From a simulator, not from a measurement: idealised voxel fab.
Process module heading - voxel self aligned vias
Cross-section cut: width 155 nm, square cells of 5 nm.
Reading order for cross-sections: top band down to bottom band. Underlying form: a grid of square cells. Band size: one or more rows of cells.
In this notation a band is specified by the heights of its top and bottom, in that order and in nm, after which its materials appear from left to right, each paired with its width in nm. The word "throughout" attached to a single material means that material fills the band from edge to edge; the word "air" stands for empty space.
Convention: height 0 is the level below which the wafer, as received, is all one material. The lowest band does not terminate at the bottom but continues downward, represented as "0 and below".
Top row gets the first number, bottom row gets the second, and each row in between changes by the same step: that is how a band width like "30 to 40" works.
Where the words "nothing changed" appear for a step, the cross-section shows no cell changed by that step; every cell remained as before.
Look at "Enclosed voids" for the closed voids: empty spaces with no open path to the top, sized 8 cells or up. Each is width x height at distance, distance from the left edge, all nm.
Heads up: the bit after the settings on a step's line is the simulator's remark on that step.
overlay nm: how far to the right of its planned place the mask lay on this masked step (negative: to the left).
Set out below are the planned steps of the process
1: RECEIVE,material Si
2: CONFORMAL_DEP,material SiO2,thk nm 10
3: CONFORMAL_DEP,material SiCN,thk nm 5
4: DIRECTIONAL_DEP,material lowk,thk nm 30
5: MASKED_ETCH,tone open,mask id LINES,width nm 30,pitch nm 65,etch materials lowk,depth nm 30,overlay nm 0
6: CONFORMAL_DEP,material TiN,thk nm 5
7: FILL_DEP,material Ru,thk nm 10
8: CMP,height nm 45
9: SELECTIVE_ETCH,etch materials W Ru TiN,depth nm 5
10: FILL_DEP,material SiN,thk nm 10
11: CMP,height nm 45
12: DIRECTIONAL_DEP,material lowk,thk nm 15
13: PATTERN,tone open,mask id VIAS,material resist,width nm 50,thk nm 15,overlay nm 0
14: DIRECTIONAL_ETCH,etch materials lowk,depth nm 15
15: DIRECTIONAL_ETCH,etch materials SiN,depth nm 5
16: STRIP,etch materials resist
17: CONFORMAL_DEP,material TiN,thk nm 5
18: FILL_DEP,material Cu,thk nm 5
19: CMP,height nm 60
20: CONFORMAL_DEP,material SiCN,thk nm 5
Cross-section: wafer on arrival = after step 1
- 0 and below | Si throughout
- Enclosed voids: none
Cross-sectional view of the first of the two wafers upon completion of the module, processed in accordance with the plan
- 65 down to 60 | SiCN throughout
- 60 down to 50 | lowk=20; TiN=5; Cu=40; TiN=5; lowk=85
- 50 down to 45 | lowk=20; TiN=15; Cu=20; TiN=15; lowk=85
- 45 down to 40 | lowk=30; TiN=30; lowk=35; SiN=30; lowk=30
- 40 down to 20 | lowk=30; TiN=5; Ru=20; TiN=5; lowk=35; TiN=5; Ru=20; TiN=5; lowk=30
- 20 down to 15 | lowk=30; TiN=30; lowk=35; TiN=30; lowk=30
- 15 down to 10 | SiCN throughout
- 10 down to 0 | SiO2 throughout
- 0 and below | Si throughout
- Enclosed voids: none
What the second wafer looks like in cross-section once the module is done. Its start and its plan matched the first wafer's exactly; what differed was one mistake in how it was run
- 65 down to 60 | SiCN throughout
- 60 down to 50 | lowk=20; TiN=5; Cu=40; TiN=5; lowk=85
- 50 down to 45 | lowk=20; TiN=25; Cu=20; TiN=5; lowk=85
- 45 down to 40 | lowk=40; TiN=30; lowk=35; SiN=30; lowk=20
- 40 down to 20 | lowk=40; TiN=5; Ru=20; TiN=5; lowk=35; TiN=5; Ru=20; TiN=5; lowk=20
- 20 down to 15 | lowk=40; TiN=30; lowk=35; TiN=30; lowk=20
- 15 down to 10 | SiCN throughout
- 10 down to 0 | SiO2 throughout
- 0 and below | Si throughout
- Enclosed voids: none
Processing error: step 5: run off-plan, actual operation and settings MASKED_ETCH,tone open,mask id LINES,width nm 30,pitch nm 65,etch materials lowk,depth nm 30,overlay nm 10
Final wafers compared: equal cell tally per material, rearranged layout.
